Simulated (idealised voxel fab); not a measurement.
Documented hereafter: the process module known as voxel capacitor over wiring.
FYI the section here is cut, 195 nm wide, cells are 5 nm squares.
A cross-section is written here as square cells arranged in a grid, and it is given in bands from the top down, each band taking up one or more rows of cells. What a band's entry tells you: where the top is and where the bottom is, as heights in nm, and after that what lies inside, material by material from left to right, each with its width in nm. Empty space is written as the word "blank", and a single material marked with the word "edge to edge" occupies the band from edge to edge. A quick word on heights: they are counted from 0, and under that level the wafer as it came to us is one material throughout. The lowest band is different from the rest in having no bottom; it simply continues downward, written as in "0 down". So if you see something like "30..40" for the width, read it as the top row of the band sitting at the first number and the bottom row at the second, with every row in between moving by the same amount as the last. "identical to before" means the step left every cell of the cross-section as it was. Empty spaces without an open route to the top, at least 8 cells in extent, make up the entry "Closed void list"; each is given as width x height at distance, where the distance is measured from the left edge, and all are in nm. What comes after the settings on a step's line is commentary from the simulator itself on that step. On any step carrying a mask, the "overlay nm" setting, if present on the step's line, tells how far right of its planned place the mask lay; negative values point to the left.

LISTED BELOW ARE THE PROCESS STEPS AS PLANNED
- 1: op RECEIVE | material Si
- 2: op CONFORMAL_DEP | material SiO2 | thk nm 10
- 3: op CONFORMAL_DEP | material SiN | thk nm 5
- 4: op DIRECTIONAL_DEP | material lowk | thk nm 15
- 5: op PATTERN | tone open | mask id METAL_1 | material resist | width nm 25 | pitch nm 95 | thk nm 20 | overlay nm 0
- 6: op DIRECTIONAL_ETCH | etch materials lowk | depth nm 15
- 7: op DIRECTIONAL_ETCH | etch materials SiN | depth nm 5
- 8: op STRIP | etch materials resist
- 9: op CONFORMAL_DEP | material TiN | thk nm 5
- 10: op FILL_DEP | material Cu | thk nm 5
- 11: op CMP | height nm 30
- 12: op CONFORMAL_DEP | material SiCN | thk nm 5
- 13: op DIRECTIONAL_DEP | material SiO2 | thk nm 15
- 14: op MASKED_ETCH | tone open | mask id PLUG_1 | width nm 15 | etch materials SiO2 | depth nm 15 | overlay nm 0
- 15: op MASKED_ETCH | tone open | mask id PLUG_1 | width nm 15 | etch materials SiCN | depth nm 5 | overlay nm 0
- 16: op CONFORMAL_DEP | material TiN | thk nm 5
- 17: op FILL_DEP | material Cu | thk nm 5
- 18: op CMP | height nm 50
- 19: op DIRECTIONAL_DEP | material TiN | thk nm 10
- 20: op DIRECTIONAL_DEP | material HfO2 | thk nm 5
- 21: op DIRECTIONAL_DEP | material TiN | thk nm 5
- 22: op DIRECTIONAL_DEP | material aC | thk nm 15
- 23: op PATTERN | tone cover | mask id UPPER_PLATE | material resist | width nm 75 | thk nm 30 | overlay nm 0
- 24: op DIRECTIONAL_ETCH | etch materials aC | depth nm 15
- 25: op STRIP | etch materials resist
- 26: op DIRECTIONAL_ETCH | etch materials TiN | depth nm 5
- 27: op DIRECTIONAL_ETCH | etch materials HfO2 | depth nm 5
- 28: op STRIP | etch materials aC
- 29: op PATTERN | tone cover | mask id LOWER_PLATE | material resist | width nm 85 | thk nm 15 | overlay nm 0
- 30: op DIRECTIONAL_ETCH | etch materials TiN | depth nm 10
- 31: op STRIP | etch materials resist
- 32: op FILL_DEP | material SiO2 | thk nm 15
- 33: op CMP | height nm 80
- 34: op PATTERN | tone open | mask id PLUG_2 | material resist | width nm 15 | thk nm 20 | overlay nm 0
- 35: op DIRECTIONAL_ETCH | etch materials SiO2 | depth nm 10
- 36: op STRIP | etch materials resist
- 37: op CONFORMAL_DEP | material TiN | thk nm 5
- 38: op FILL_DEP | material W | thk nm 5
- 39: op CMP | height nm 80
- 40: op CONFORMAL_DEP | material SiCN | thk nm 5

THE FIRST OF A SET OF TWO WAFERS, RUN TO PLAN

THIS IS THE CROSS-SECTION OF THE WAFER AS WE RECEIVED IT, I.E. AFTER STEP 1
- 0 down = Si edge to edge
- Closed void list: none

WAFER AFTER STEP 2 (CROSS-SECTION)
- 10 to 0 = SiO2 edge to edge
- No changes below 0.

WAFER AFTER STEP 3 (CROSS-SECTION)
- 15 to 10 = SiN edge to edge
- No changes below 10.

WAFER AFTER STEP 4 (CROSS-SECTION)
- 30 to 15 = lowk edge to edge
- No changes below 15.

WAFER AFTER STEP 5 (CROSS-SECTION)
- 50 to 30 = resist 35 | blank 25 | resist 70 | blank 25 | resist 40
- No changes below 30.

WAFER AFTER STEP 6 (CROSS-SECTION)
- 50 to 30 = resist 35 | blank 25 | resist 70 | blank 25 | resist 40
- 30 to 15 = lowk 35 | blank 25 | lowk 70 | blank 25 | lowk 40
- No changes below 15.

WAFER AFTER STEP 7 (CROSS-SECTION)
- 50 to 30 = resist 35 | blank 25 | resist 70 | blank 25 | resist 40
- 30 to 15 = lowk 35 | blank 25 | lowk 70 | blank 25 | lowk 40
- 15 to 10 = SiN 35 | blank 25 | SiN 70 | blank 25 | SiN 40
- No changes below 10.

WAFER AFTER STEP 8 (CROSS-SECTION)
- 30 to 15 = lowk 35 | blank 25 | lowk 70 | blank 25 | lowk 40
- No changes below 15.

WAFER AFTER STEP 9 (CROSS-SECTION)
- 35 to 30 = TiN 40 | blank 15 | TiN 80 | blank 15 | TiN 45
- 30 to 15 = lowk 35 | TiN 5 | blank 15 | TiN 5 | lowk 70 | TiN 5 | blank 15 | TiN 5 | lowk 40
- 15 to 10 = SiN 35 | TiN 25 | SiN 70 | TiN 25 | SiN 40
- No changes below 10.

WAFER AFTER STEP 10 (CROSS-SECTION)
- 40 to 35 = Cu edge to edge
- 35 to 30 = TiN 40 | Cu 15 | TiN 80 | Cu 15 | TiN 45
- 30 to 15 = lowk 35 | TiN 5 | Cu 15 | TiN 5 | lowk 70 | TiN 5 | Cu 15 | TiN 5 | lowk 40
- No changes below 15.

WAFER AFTER STEP 11 (CROSS-SECTION)
- 30 to 15 = lowk 35 | TiN 5 | Cu 15 | TiN 5 | lowk 70 | TiN 5 | Cu 15 | TiN 5 | lowk 40
- No changes below 15.

WAFER AFTER STEP 12 (CROSS-SECTION)
- 35 to 30 = SiCN edge to edge
- No changes below 30.

WAFER AFTER STEP 13 (CROSS-SECTION)
- 50 to 35 = SiO2 edge to edge
- No changes below 35.

WAFER AFTER STEP 14 (CROSS-SECTION)
- 50 to 35 = SiO2 45 | blank 15 | SiO2 135
- No changes below 35.

WAFER AFTER STEP 15 (CROSS-SECTION)
- 50 to 35 = SiO2 45 | blank 15 | SiO2 135
- 35 to 30 = SiCN 45 | blank 15 | SiCN 135
- No changes below 30.

WAFER AFTER STEP 16 (CROSS-SECTION)
- 55 to 50 = TiN 50 | blank 5 | TiN 140
- 50 to 35 = SiO2 45 | TiN 5 | blank 5 | TiN 5 | SiO2 135
- 35 to 30 = SiCN 45 | TiN 15 | SiCN 135
- No changes below 30.

WAFER AFTER STEP 17 (CROSS-SECTION)
- 60 to 55 = Cu edge to edge
- 55 to 50 = TiN 50 | Cu 5 | TiN 140
- 50 to 35 = SiO2 45 | TiN 5 | Cu 5 | TiN 5 | SiO2 135
- No changes below 35.

WAFER AFTER STEP 18 (CROSS-SECTION)
- 50 to 35 = SiO2 45 | TiN 5 | Cu 5 | TiN 5 | SiO2 135
- No changes below 35.

WAFER AFTER STEP 19 (CROSS-SECTION)
- 60 to 50 = TiN edge to edge
- No changes below 50.

WAFER AFTER STEP 20 (CROSS-SECTION)
- 65 to 60 = HfO2 edge to edge
- No changes below 60.

WAFER AFTER STEP 21 (CROSS-SECTION)
- 70 to 65 = TiN edge to edge
- No changes below 65.

WAFER AFTER STEP 22 (CROSS-SECTION)
- 85 to 70 = aC edge to edge
- No changes below 70.

WAFER AFTER STEP 23 (CROSS-SECTION)
- 115 to 85 = blank 45 | resist 75 | blank 75
- No changes below 85.

WAFER AFTER STEP 24 (CROSS-SECTION)
- 100 to 85 = blank 45 | resist 75 | blank 75
- 85 to 70 = blank 45 | aC 75 | blank 75
- No changes below 70.

WAFER AFTER STEP 25 (CROSS-SECTION)
- 85 to 70 = blank 45 | aC 75 | blank 75
- No changes below 70.

WAFER AFTER STEP 26 (CROSS-SECTION)
- 85 to 70 = blank 45 | aC 75 | blank 75
- 70 to 65 = blank 45 | TiN 75 | blank 75
- No changes below 65.

WAFER AFTER STEP 27 (CROSS-SECTION)
- 85 to 70 = blank 45 | aC 75 | blank 75
- 70 to 65 = blank 45 | TiN 75 | blank 75
- 65 to 60 = blank 45 | HfO2 75 | blank 75
- No changes below 60.

WAFER AFTER STEP 28 (CROSS-SECTION)
- 70 to 65 = blank 45 | TiN 75 | blank 75
- No changes below 65.

WAFER AFTER STEP 29 (CROSS-SECTION)
- 85 to 70 = blank 40 | resist 85 | blank 70
- 70 to 65 = blank 40 | resist 5 | TiN 75 | resist 5 | blank 70
- 65 to 60 = blank 40 | resist 5 | HfO2 75 | resist 5 | blank 70
- No changes below 60.

WAFER AFTER STEP 30 (CROSS-SECTION)
- 85 to 70 = blank 40 | resist 85 | blank 70
- 70 to 65 = blank 40 | resist 5 | TiN 75 | resist 5 | blank 70
- 65 to 60 = blank 40 | resist 5 | HfO2 75 | resist 5 | blank 70
- 60 to 50 = blank 40 | TiN 85 | blank 70
- No changes below 50.

WAFER AFTER STEP 31 (CROSS-SECTION)
- 70 to 65 = blank 45 | TiN 75 | blank 75
- 65 to 60 = blank 45 | HfO2 75 | blank 75
- No changes below 60.

WAFER AFTER STEP 32 (CROSS-SECTION)
- 85 to 70 = SiO2 edge to edge
- 70 to 65 = SiO2 45 | TiN 75 | SiO2 75
- 65 to 60 = SiO2 45 | HfO2 75 | SiO2 75
- 60 to 50 = SiO2 40 | TiN 85 | SiO2 70
- No changes below 50.

WAFER AFTER STEP 33 (CROSS-SECTION)
- 80 to 70 = SiO2 edge to edge
- No changes below 70.

WAFER AFTER STEP 34 (CROSS-SECTION)
- 100 to 80 = resist 55 | blank 15 | resist 125
- No changes below 80.

WAFER AFTER STEP 35 (CROSS-SECTION)
- 100 to 80 = resist 55 | blank 15 | resist 125
- 80 to 70 = SiO2 55 | blank 15 | SiO2 125
- No changes below 70.

WAFER AFTER STEP 36 (CROSS-SECTION)
- 80 to 70 = SiO2 55 | blank 15 | SiO2 125
- No changes below 70.

WAFER AFTER STEP 37 (CROSS-SECTION)
- 85 to 80 = TiN 60 | blank 5 | TiN 130
- 80 to 75 = SiO2 55 | TiN 5 | blank 5 | TiN 5 | SiO2 125
- 75 to 65 = SiO2 55..45 | TiN 15..75 | SiO2 125..75
- No changes below 65.

WAFER AFTER STEP 38 (CROSS-SECTION)
- 90 to 85 = W edge to edge
- 85 to 80 = TiN 60 | W 5 | TiN 130
- 80 to 75 = SiO2 55 | TiN 5 | W 5 | TiN 5 | SiO2 125
- No changes below 75.

WAFER AFTER STEP 39 (CROSS-SECTION)
- 80 to 75 = SiO2 55 | TiN 5 | W 5 | TiN 5 | SiO2 125
- No changes below 75.

WAFER AFTER STEP 40 (CROSS-SECTION)
- 85 to 80 = SiCN edge to edge
- No changes below 80.

SECOND WAFER: LIKE START, LIKE PLAN, ONE MISTAKE. THROUGH STEP 1 IT MATCHES THE FIRST WAFER

Here is the second wafer in cross-section at the point where step 2 of the plan should have been done: identical to before

HERE IS THE SECOND WAFER IN CROSS-SECTION AT THE POINT WHERE STEP 3 OF THE PLAN SHOULD HAVE BEEN DONE
- 5 to 0 = SiN edge to edge
- No changes below 0.

HERE IS THE SECOND WAFER IN CROSS-SECTION AT THE POINT WHERE STEP 4 OF THE PLAN SHOULD HAVE BEEN DONE
- 20 to 5 = lowk edge to edge
- No changes below 5.

HERE IS THE SECOND WAFER IN CROSS-SECTION AT THE POINT WHERE STEP 5 OF THE PLAN SHOULD HAVE BEEN DONE
- 40 to 20 = resist 35 | blank 25 | resist 70 | blank 25 | resist 40
- No changes below 20.

HERE IS THE SECOND WAFER IN CROSS-SECTION AT THE POINT WHERE STEP 6 OF THE PLAN SHOULD HAVE BEEN DONE
- 40 to 20 = resist 35 | blank 25 | resist 70 | blank 25 | resist 40
- 20 to 5 = lowk 35 | blank 25 | lowk 70 | blank 25 | lowk 40
- No changes below 5.

HERE IS THE SECOND WAFER IN CROSS-SECTION AT THE POINT WHERE STEP 7 OF THE PLAN SHOULD HAVE BEEN DONE
- 40 to 20 = resist 35 | blank 25 | resist 70 | blank 25 | resist 40
- 20 to 5 = lowk 35 | blank 25 | lowk 70 | blank 25 | lowk 40
- 5 to 0 = SiN 35 | blank 25 | SiN 70 | blank 25 | SiN 40
- No changes below 0.

HERE IS THE SECOND WAFER IN CROSS-SECTION AT THE POINT WHERE STEP 8 OF THE PLAN SHOULD HAVE BEEN DONE
- 20 to 5 = lowk 35 | blank 25 | lowk 70 | blank 25 | lowk 40
- No changes below 5.

HERE IS THE SECOND WAFER IN CROSS-SECTION AT THE POINT WHERE STEP 9 OF THE PLAN SHOULD HAVE BEEN DONE
- 25 to 20 = TiN 40 | blank 15 | TiN 80 | blank 15 | TiN 45
- 20 to 5 = lowk 35 | TiN 5 | blank 15 | TiN 5 | lowk 70 | TiN 5 | blank 15 | TiN 5 | lowk 40
- 5 to 0 = SiN 35 | TiN 25 | SiN 70 | TiN 25 | SiN 40
- No changes below 0.

HERE IS THE SECOND WAFER IN CROSS-SECTION AT THE POINT WHERE STEP 10 OF THE PLAN SHOULD HAVE BEEN DONE
- 30 to 25 = Cu edge to edge
- 25 to 20 = TiN 40 | Cu 15 | TiN 80 | Cu 15 | TiN 45
- 20 to 5 = lowk 35 | TiN 5 | Cu 15 | TiN 5 | lowk 70 | TiN 5 | Cu 15 | TiN 5 | lowk 40
- No changes below 5.

Here is the second wafer in cross-section at the point where step 11 of the plan should have been done: identical to before

HERE IS THE SECOND WAFER IN CROSS-SECTION AT THE POINT WHERE STEP 12 OF THE PLAN SHOULD HAVE BEEN DONE
- 35 to 30 = SiCN edge to edge
- No changes below 30.

HERE IS THE SECOND WAFER IN CROSS-SECTION AT THE POINT WHERE STEP 13 OF THE PLAN SHOULD HAVE BEEN DONE
- 50 to 35 = SiO2 edge to edge
- No changes below 35.

HERE IS THE SECOND WAFER IN CROSS-SECTION AT THE POINT WHERE STEP 14 OF THE PLAN SHOULD HAVE BEEN DONE
- 50 to 35 = SiO2 45 | blank 15 | SiO2 135
- No changes below 35.

HERE IS THE SECOND WAFER IN CROSS-SECTION AT THE POINT WHERE STEP 15 OF THE PLAN SHOULD HAVE BEEN DONE
- 50 to 35 = SiO2 45 | blank 15 | SiO2 135
- 35 to 30 = SiCN 45 | blank 15 | SiCN 135
- No changes below 30.

HERE IS THE SECOND WAFER IN CROSS-SECTION AT THE POINT WHERE STEP 16 OF THE PLAN SHOULD HAVE BEEN DONE
- 55 to 50 = TiN 50 | blank 5 | TiN 140
- 50 to 35 = SiO2 45 | TiN 5 | blank 5 | TiN 5 | SiO2 135
- 35 to 30 = SiCN 45 | TiN 15 | SiCN 135
- No changes below 30.

HERE IS THE SECOND WAFER IN CROSS-SECTION AT THE POINT WHERE STEP 17 OF THE PLAN SHOULD HAVE BEEN DONE
- 60 to 55 = Cu edge to edge
- 55 to 50 = TiN 50 | Cu 5 | TiN 140
- 50 to 35 = SiO2 45 | TiN 5 | Cu 5 | TiN 5 | SiO2 135
- No changes below 35.

HERE IS THE SECOND WAFER IN CROSS-SECTION AT THE POINT WHERE STEP 18 OF THE PLAN SHOULD HAVE BEEN DONE
- 50 to 35 = SiO2 45 | TiN 5 | Cu 5 | TiN 5 | SiO2 135
- No changes below 35.

HERE IS THE SECOND WAFER IN CROSS-SECTION AT THE POINT WHERE STEP 19 OF THE PLAN SHOULD HAVE BEEN DONE
- 60 to 50 = TiN edge to edge
- No changes below 50.

HERE IS THE SECOND WAFER IN CROSS-SECTION AT THE POINT WHERE STEP 20 OF THE PLAN SHOULD HAVE BEEN DONE
- 65 to 60 = HfO2 edge to edge
- No changes below 60.

HERE IS THE SECOND WAFER IN CROSS-SECTION AT THE POINT WHERE STEP 21 OF THE PLAN SHOULD HAVE BEEN DONE
- 70 to 65 = TiN edge to edge
- No changes below 65.

HERE IS THE SECOND WAFER IN CROSS-SECTION AT THE POINT WHERE STEP 22 OF THE PLAN SHOULD HAVE BEEN DONE
- 85 to 70 = aC edge to edge
- No changes below 70.

HERE IS THE SECOND WAFER IN CROSS-SECTION AT THE POINT WHERE STEP 23 OF THE PLAN SHOULD HAVE BEEN DONE
- 115 to 85 = blank 45 | resist 75 | blank 75
- No changes below 85.

HERE IS THE SECOND WAFER IN CROSS-SECTION AT THE POINT WHERE STEP 24 OF THE PLAN SHOULD HAVE BEEN DONE
- 100 to 85 = blank 45 | resist 75 | blank 75
- 85 to 70 = blank 45 | aC 75 | blank 75
- No changes below 70.

HERE IS THE SECOND WAFER IN CROSS-SECTION AT THE POINT WHERE STEP 25 OF THE PLAN SHOULD HAVE BEEN DONE
- 85 to 70 = blank 45 | aC 75 | blank 75
- No changes below 70.

HERE IS THE SECOND WAFER IN CROSS-SECTION AT THE POINT WHERE STEP 26 OF THE PLAN SHOULD HAVE BEEN DONE
- 85 to 70 = blank 45 | aC 75 | blank 75
- 70 to 65 = blank 45 | TiN 75 | blank 75
- No changes below 65.

HERE IS THE SECOND WAFER IN CROSS-SECTION AT THE POINT WHERE STEP 27 OF THE PLAN SHOULD HAVE BEEN DONE
- 85 to 70 = blank 45 | aC 75 | blank 75
- 70 to 65 = blank 45 | TiN 75 | blank 75
- 65 to 60 = blank 45 | HfO2 75 | blank 75
- No changes below 60.

HERE IS THE SECOND WAFER IN CROSS-SECTION AT THE POINT WHERE STEP 28 OF THE PLAN SHOULD HAVE BEEN DONE
- 70 to 65 = blank 45 | TiN 75 | blank 75
- No changes below 65.

HERE IS THE SECOND WAFER IN CROSS-SECTION AT THE POINT WHERE STEP 29 OF THE PLAN SHOULD HAVE BEEN DONE
- 85 to 70 = blank 40 | resist 85 | blank 70
- 70 to 65 = blank 40 | resist 5 | TiN 75 | resist 5 | blank 70
- 65 to 60 = blank 40 | resist 5 | HfO2 75 | resist 5 | blank 70
- No changes below 60.

HERE IS THE SECOND WAFER IN CROSS-SECTION AT THE POINT WHERE STEP 30 OF THE PLAN SHOULD HAVE BEEN DONE
- 85 to 70 = blank 40 | resist 85 | blank 70
- 70 to 65 = blank 40 | resist 5 | TiN 75 | resist 5 | blank 70
- 65 to 60 = blank 40 | resist 5 | HfO2 75 | resist 5 | blank 70
- 60 to 50 = blank 40 | TiN 85 | blank 70
- No changes below 50.

HERE IS THE SECOND WAFER IN CROSS-SECTION AT THE POINT WHERE STEP 31 OF THE PLAN SHOULD HAVE BEEN DONE
- 70 to 65 = blank 45 | TiN 75 | blank 75
- 65 to 60 = blank 45 | HfO2 75 | blank 75
- No changes below 60.

HERE IS THE SECOND WAFER IN CROSS-SECTION AT THE POINT WHERE STEP 32 OF THE PLAN SHOULD HAVE BEEN DONE
- 85 to 70 = SiO2 edge to edge
- 70 to 65 = SiO2 45 | TiN 75 | SiO2 75
- 65 to 60 = SiO2 45 | HfO2 75 | SiO2 75
- 60 to 50 = SiO2 40 | TiN 85 | SiO2 70
- No changes below 50.

HERE IS THE SECOND WAFER IN CROSS-SECTION AT THE POINT WHERE STEP 33 OF THE PLAN SHOULD HAVE BEEN DONE
- 80 to 70 = SiO2 edge to edge
- No changes below 70.

HERE IS THE SECOND WAFER IN CROSS-SECTION AT THE POINT WHERE STEP 34 OF THE PLAN SHOULD HAVE BEEN DONE
- 100 to 80 = resist 55 | blank 15 | resist 125
- No changes below 80.

HERE IS THE SECOND WAFER IN CROSS-SECTION AT THE POINT WHERE STEP 35 OF THE PLAN SHOULD HAVE BEEN DONE
- 100 to 80 = resist 55 | blank 15 | resist 125
- 80 to 70 = SiO2 55 | blank 15 | SiO2 125
- No changes below 70.

HERE IS THE SECOND WAFER IN CROSS-SECTION AT THE POINT WHERE STEP 36 OF THE PLAN SHOULD HAVE BEEN DONE
- 80 to 70 = SiO2 55 | blank 15 | SiO2 125
- No changes below 70.

HERE IS THE SECOND WAFER IN CROSS-SECTION AT THE POINT WHERE STEP 37 OF THE PLAN SHOULD HAVE BEEN DONE
- 85 to 80 = TiN 60 | blank 5 | TiN 130
- 80 to 75 = SiO2 55 | TiN 5 | blank 5 | TiN 5 | SiO2 125
- 75 to 65 = SiO2 55..45 | TiN 15..75 | SiO2 125..75
- No changes below 65.

HERE IS THE SECOND WAFER IN CROSS-SECTION AT THE POINT WHERE STEP 38 OF THE PLAN SHOULD HAVE BEEN DONE
- 90 to 85 = W edge to edge
- 85 to 80 = TiN 60 | W 5 | TiN 130
- 80 to 75 = SiO2 55 | TiN 5 | W 5 | TiN 5 | SiO2 125
- No changes below 75.

HERE IS THE SECOND WAFER IN CROSS-SECTION AT THE POINT WHERE STEP 39 OF THE PLAN SHOULD HAVE BEEN DONE
- 80 to 75 = SiO2 55 | TiN 5 | W 5 | TiN 5 | SiO2 125
- No changes below 75.

HERE IS THE SECOND WAFER IN CROSS-SECTION AT THE POINT WHERE STEP 40 OF THE PLAN SHOULD HAVE BEEN DONE
- 85 to 80 = SiCN edge to edge
- No changes below 80.
It is concluded that the wafer was processed incorrectly with respect to the plan, in that it should be noted that step 2 of the plan was omitted and was not performed
Once processing is complete, comparing cell counts shows that the second wafer has more or fewer of certain materials than the first: +45 Cu, -78 SiO2, +33 TiN
